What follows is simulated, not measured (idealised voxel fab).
Name of the process module below: voxel double patterning
Cross-section cut: width 175 nm, square cells of 5 nm.
In this document a cross-section is written as a grid of square cells. It is given as a series of bands, listed from the top down, and a band is one or more rows of cells. Quick guide to a band line: top height, bottom height (nm) up front; then every material left to right with its width in nm. Only one material and it's marked "full width"? Then it fills the band edge to edge. And "blank" just means empty space. Where do heights start? At 0: under that level the wafer as delivered is made of one material only. And the lowest band has no floor; it just carries on downward, as in "from 0 down". The width entry "30 to 40" should be interpreted row by row: the top row of cells in the band takes the first number, the bottom row takes the second number, and the change between adjacent rows is uniform throughout. "everything unchanged" after a step means that no cell of the cross-section changed. Basically, "Closed voids list" tells you about the enclosed voids: empty spaces with no open way to the top, 8 cells or bigger, each written width x height at distance, where distance is from the left edge, all in nm. Whatever follows a step's settings on its line is a remark the simulator itself makes about that step. Regarding "overlay nm": on a step with a mask, it is the distance the mask lay to the right of its planned place; a negative value places it to the left.
**Process steps (planned)**
1 RECEIVE, material Si
2 CONFORMAL_DEP, material SiN, thk nm 10
3 DIRECTIONAL_DEP, material SiO2, thk nm 10
4 DIRECTIONAL_DEP, material SiCN, thk nm 5
5 DIRECTIONAL_DEP, material aC, thk nm 10
6 PATTERN, tone open, mask id FIRST, material resist, width nm 15, pitch nm 50, thk nm 30, overlay nm -15
7 DIRECTIONAL_ETCH, etch materials aC, depth nm 10
8 STRIP, etch materials resist
9 DIRECTIONAL_ETCH, etch materials SiCN, depth nm 5
10 STRIP, etch materials aC
11 MASKED_ETCH, tone open, mask id SECOND, width nm 15, etch materials SiCN, depth nm 5, overlay nm 0
12 DIRECTIONAL_ETCH, etch materials SiO2, depth nm 10
13 STRIP, etch materials SiCN
The wafers are alike at the start. At step 6, their overlay nm differs. The plan lists the first wafer's value.
**Here's the first of the wafers in cross-section, just as we got it, i.e. after step 1**
	from 0 down: Si full width
	Closed voids list: none
**End of the module, past its last step, step 13: how the first of several wafers looks in cross-section**
	from 20 to 10: SiO2=40  blank=15  SiO2=25  blank=25  SiO2=70
	from 10 to 0: SiN full width
	from 0 down: Si full width
	Closed voids list: none
**Showing the last wafer in cross-section at the end of the module**
	from 20 to 10: SiO2=70  blank=25  SiO2=25  blank=15  SiO2=40
	from 10 to 0: SiN full width
	from 0 down: Si full width
	Closed voids list: none
**The table below has one row for each wafer; a row shows, as of the end of the module, how many cells of each material the wafer has gained, marked (+), or lost, marked (-), since it was received, and then the wafer's closed voids**
overlay nm -15; +70 SiN; +54 SiO2; Closed voids list: none
overlay nm -10; +70 SiN; +52 SiO2; Closed voids list: none
overlay nm -5; +70 SiN; +52 SiO2; Closed voids list: none
overlay nm 0; +70 SiN; +52 SiO2; Closed voids list: none
overlay nm 5; +70 SiN; +52 SiO2; Closed voids list: none
overlay nm 10; +70 SiN; +52 SiO2; Closed voids list: none
overlay nm 15; +70 SiN; +54 SiO2; Closed voids list: none
